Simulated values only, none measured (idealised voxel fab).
The process module presented herein is designated voxel self aligned vias.
Each square cell in cross-section cut measures 5 nm, and the section as a whole is 205 nm wide.
If you're reading a cross-section in this doc, picture square cells in a grid; it comes to you as bands, top ones listed first down to the bottom, and a band can be one or more rows of cells. Read a band's entry like this: the first values are the height of its top and the height of its bottom in nm, and what follows is the sequence of materials from left to right, each with its width in nm. Note that "empty" is empty space, and that a single material marked "all across" reaches across the band from edge to edge. Height 0 is the level under which the wafer as received is all one material. The lowest band goes on downwards, as in "0 nm and below". So if you see something like "30->40" for the width, read it as the top row of the band sitting at the first number and the bottom row at the second, with every row in between moving by the same amount as the last. Reading "remains unaltered" for a step: not a cell of the cross-section changed in it. Closed empty spaces (no open way to the top) of 8 cells or more are what "Completely enclosed voids" lists, each as width x height at distance from the left edge, nm for all three. Anything after a step's settings on that line? It's the simulator's own note about the step. What "overlay nm" on a step's line means: if the step has a mask, that mask lay this far to the right of its planned place, or, when the value is negative, to the left.

Below is the list of planned process steps
1. RECEIVE [material Si]
2. CONFORMAL_DEP [material SiO2] [thk nm 10]
3. CONFORMAL_DEP [material SiCN] [thk nm 5]
4. DIRECTIONAL_DEP [material lowk] [thk nm 20]
5. PATTERN [tone open] [mask id LINES] [material resist] [width nm 25] [pitch nm 65] [thk nm 20] [overlay nm 0]
6. DIRECTIONAL_ETCH [etch materials lowk] [depth nm 20]
7. STRIP [etch materials resist]
8. CONFORMAL_DEP [material TiN] [thk nm 5]
9. FILL_DEP [material Ru] [thk nm 5]
10. CMP [height nm 35]
11. SELECTIVE_ETCH [etch materials W Ru TiN] [depth nm 10]
12. FILL_DEP [material SiN] [thk nm 5]
13. CMP [height nm 35]
14. DIRECTIONAL_DEP [material lowk] [thk nm 15]
15. DIRECTIONAL_DEP [material aC] [thk nm 10]
16. PATTERN [tone open] [mask id VIAS] [material resist] [width nm 45] [thk nm 25] [overlay nm 0]
17. DIRECTIONAL_ETCH [etch materials aC] [depth nm 10]
18. STRIP [etch materials resist]
19. DIRECTIONAL_ETCH [etch materials lowk] [depth nm 15]
20. DIRECTIONAL_ETCH [etch materials SiN] [depth nm 10]
21. STRIP [etch materials aC]
22. CONFORMAL_DEP [material TiN] [thk nm 5]
23. FILL_DEP [material Cu] [thk nm 5]
24. CMP [height nm 50]
25. CONFORMAL_DEP [material SiN] [thk nm 5]

First wafer, two in total, run as planned

Cross-section of the wafer upon arrival, representing the state reached after step 1
0 nm and below  Si all across
Completely enclosed voids: none

The wafer, seen in cross-section, after step 2
10 nm to 0 nm  SiO2 all across
Unchanged below 0.

The wafer, seen in cross-section, after step 3
15 nm to 10 nm  SiCN all across
Unchanged below 10.

The wafer, seen in cross-section, after step 4
35 nm to 15 nm  lowk all across
Unchanged below 15.

The wafer, seen in cross-section, after step 5
55 nm to 35 nm  55 nm resist, 25 nm empty, 40 nm resist, 25 nm empty, 60 nm resist
Unchanged below 35.

The wafer, seen in cross-section, after step 6
55 nm to 35 nm  55 nm resist, 25 nm empty, 40 nm resist, 25 nm empty, 60 nm resist
35 nm to 15 nm  55 nm lowk, 25 nm empty, 40 nm lowk, 25 nm empty, 60 nm lowk
Unchanged below 15.

The wafer, seen in cross-section, after step 7
35 nm to 15 nm  55 nm lowk, 25 nm empty, 40 nm lowk, 25 nm empty, 60 nm lowk
Unchanged below 15.

The wafer, seen in cross-section, after step 8
40 nm to 35 nm  60 nm TiN, 15 nm empty, 50 nm TiN, 15 nm empty, 65 nm TiN
35 nm to 20 nm  55 nm lowk, 5 nm TiN, 15 nm empty, 5 nm TiN, 40 nm lowk, 5 nm TiN, 15 nm empty, 5 nm TiN, 60 nm lowk
20 nm to 15 nm  55 nm lowk, 25 nm TiN, 40 nm lowk, 25 nm TiN, 60 nm lowk
Unchanged below 15.

The wafer, seen in cross-section, after step 9
45 nm to 40 nm  Ru all across
40 nm to 35 nm  60 nm TiN, 15 nm Ru, 50 nm TiN, 15 nm Ru, 65 nm TiN
35 nm to 20 nm  55 nm lowk, 5 nm TiN, 15 nm Ru, 5 nm TiN, 40 nm lowk, 5 nm TiN, 15 nm Ru, 5 nm TiN, 60 nm lowk
Unchanged below 20.

The wafer, seen in cross-section, after step 10
35 nm to 20 nm  55 nm lowk, 5 nm TiN, 15 nm Ru, 5 nm TiN, 40 nm lowk, 5 nm TiN, 15 nm Ru, 5 nm TiN, 60 nm lowk
Unchanged below 20.

The wafer, seen in cross-section, after step 11
35 nm to 25 nm  55 nm lowk, 25 nm empty, 40 nm lowk, 25 nm empty, 60 nm lowk
Unchanged below 25.

The wafer, seen in cross-section, after step 12
40 nm to 35 nm  SiN all across
35 nm to 25 nm  55 nm lowk, 25 nm SiN, 40 nm lowk, 25 nm SiN, 60 nm lowk
Unchanged below 25.

The wafer, seen in cross-section, after step 13
35 nm to 25 nm  55 nm lowk, 25 nm SiN, 40 nm lowk, 25 nm SiN, 60 nm lowk
Unchanged below 25.

The wafer, seen in cross-section, after step 14
50 nm to 35 nm  lowk all across
Unchanged below 35.

The wafer, seen in cross-section, after step 15
60 nm to 50 nm  aC all across
Unchanged below 50.

The wafer, seen in cross-section, after step 16
85 nm to 60 nm  45 nm resist, 45 nm empty, 115 nm resist
Unchanged below 60.

The wafer, seen in cross-section, after step 17
75 nm to 60 nm  45 nm resist, 45 nm empty, 115 nm resist
60 nm to 50 nm  45 nm aC, 45 nm empty, 115 nm aC
Unchanged below 50.

The wafer, seen in cross-section, after step 18
60 nm to 50 nm  45 nm aC, 45 nm empty, 115 nm aC
Unchanged below 50.

The wafer, seen in cross-section, after step 19
60 nm to 50 nm  45 nm aC, 45 nm empty, 115 nm aC
50 nm to 35 nm  45 nm lowk, 45 nm empty, 115 nm lowk
Unchanged below 35.

The wafer, seen in cross-section, after step 20
60 nm to 50 nm  45 nm aC, 45 nm empty, 115 nm aC
50 nm to 35 nm  45 nm lowk, 45 nm empty, 115 nm lowk
35 nm to 25 nm  55 nm lowk, 25 nm empty, 40 nm lowk, 25 nm SiN, 60 nm lowk
Unchanged below 25.

The wafer, seen in cross-section, after step 21
50 nm to 35 nm  45 nm lowk, 45 nm empty, 115 nm lowk
Unchanged below 35.

The wafer, seen in cross-section, after step 22
55 nm to 50 nm  50 nm TiN, 35 nm empty, 120 nm TiN
50 nm to 40 nm  45 nm lowk, 5 nm TiN, 35 nm empty, 5 nm TiN, 115 nm lowk
40 nm to 35 nm  45 nm lowk, 15 nm TiN, 15 nm empty, 15 nm TiN, 115 nm lowk
35 nm to 30 nm  55 nm lowk, 5 nm TiN, 15 nm empty, 5 nm TiN, 40 nm lowk, 25 nm SiN, 60 nm lowk
30 nm to 25 nm  55 nm lowk, 25 nm TiN, 40 nm lowk, 25 nm SiN, 60 nm lowk
Unchanged below 25.

The wafer, seen in cross-section, after step 23
60 nm to 55 nm  Cu all across
55 nm to 50 nm  50 nm TiN, 35 nm Cu, 120 nm TiN
50 nm to 40 nm  45 nm lowk, 5 nm TiN, 35 nm Cu, 5 nm TiN, 115 nm lowk
40 nm to 35 nm  45 nm lowk, 15 nm TiN, 15 nm Cu, 15 nm TiN, 115 nm lowk
35 nm to 30 nm  55 nm lowk, 5 nm TiN, 15 nm Cu, 5 nm TiN, 40 nm lowk, 25 nm SiN, 60 nm lowk
Unchanged below 30.

The wafer, seen in cross-section, after step 24
50 nm to 40 nm  45 nm lowk, 5 nm TiN, 35 nm Cu, 5 nm TiN, 115 nm lowk
Unchanged below 40.

The wafer, seen in cross-section, after step 25
55 nm to 50 nm  SiN all across
Unchanged below 50.

Second wafer, same starting state and plan as the first, one mistake in the run, identical through step 18

At the planned end of step 19, the second wafer in cross-section
60 nm to 50 nm  45 nm aC, 45 nm empty, 115 nm aC
50 nm to 35 nm  45 nm lowk, 45 nm empty, 115 nm lowk
35 nm to 25 nm  45 nm lowk, 10 nm empty, 25 nm SiN, 10 nm empty, 30 nm lowk, 25 nm SiN, 60 nm lowk
25 nm to 20 nm  45 nm lowk, 10 nm empty, 5 nm TiN, 15 nm Ru, 5 nm TiN, 10 nm empty, 30 nm lowk, 5 nm TiN, 15 nm Ru, 5 nm TiN, 60 nm lowk
Unchanged below 20.

At the planned end of step 20, the second wafer in cross-section
60 nm to 50 nm  45 nm aC, 45 nm empty, 115 nm aC
50 nm to 35 nm  45 nm lowk, 45 nm empty, 115 nm lowk
35 nm to 25 nm  45 nm lowk, 45 nm empty, 30 nm lowk, 25 nm SiN, 60 nm lowk
Unchanged below 25.

At the planned end of step 21, the second wafer in cross-section
50 nm to 35 nm  45 nm lowk, 45 nm empty, 115 nm lowk
Unchanged below 35.

At the planned end of step 22, the second wafer in cross-section
55 nm to 50 nm  50 nm TiN, 35 nm empty, 120 nm TiN
50 nm to 35 nm  45 nm lowk, 5 nm TiN, 35 nm empty, 5 nm TiN, 115 nm lowk
35 nm to 30 nm  45 nm lowk, 5 nm TiN, 35 nm empty, 5 nm TiN, 30 nm lowk, 25 nm SiN, 60 nm lowk
30 nm to 25 nm  45 nm lowk, 45 nm TiN, 30 nm lowk, 25 nm SiN, 60 nm lowk
25 nm to 20 nm  45 nm lowk, 15 nm TiN, 15 nm Ru, 15 nm TiN, 30 nm lowk, 5 nm TiN, 15 nm Ru, 5 nm TiN, 60 nm lowk
Unchanged below 20.

At the planned end of step 23, the second wafer in cross-section
60 nm to 55 nm  Cu all across
55 nm to 50 nm  50 nm TiN, 35 nm Cu, 120 nm TiN
50 nm to 35 nm  45 nm lowk, 5 nm TiN, 35 nm Cu, 5 nm TiN, 115 nm lowk
35 nm to 30 nm  45 nm lowk, 5 nm TiN, 35 nm Cu, 5 nm TiN, 30 nm lowk, 25 nm SiN, 60 nm lowk
Unchanged below 30.

At the planned end of step 24, the second wafer in cross-section
50 nm to 35 nm  45 nm lowk, 5 nm TiN, 35 nm Cu, 5 nm TiN, 115 nm lowk
Unchanged below 35.

At the planned end of step 25, the second wafer in cross-section
55 nm to 50 nm  SiN all across
Unchanged below 50.
The mistake made against the process plan was this: plan step 19 was conducted twice
The closing comparison, in cells, has the second wafer with more or fewer of some materials than the first: +8 Cu | +4 TiN | -12 lowk
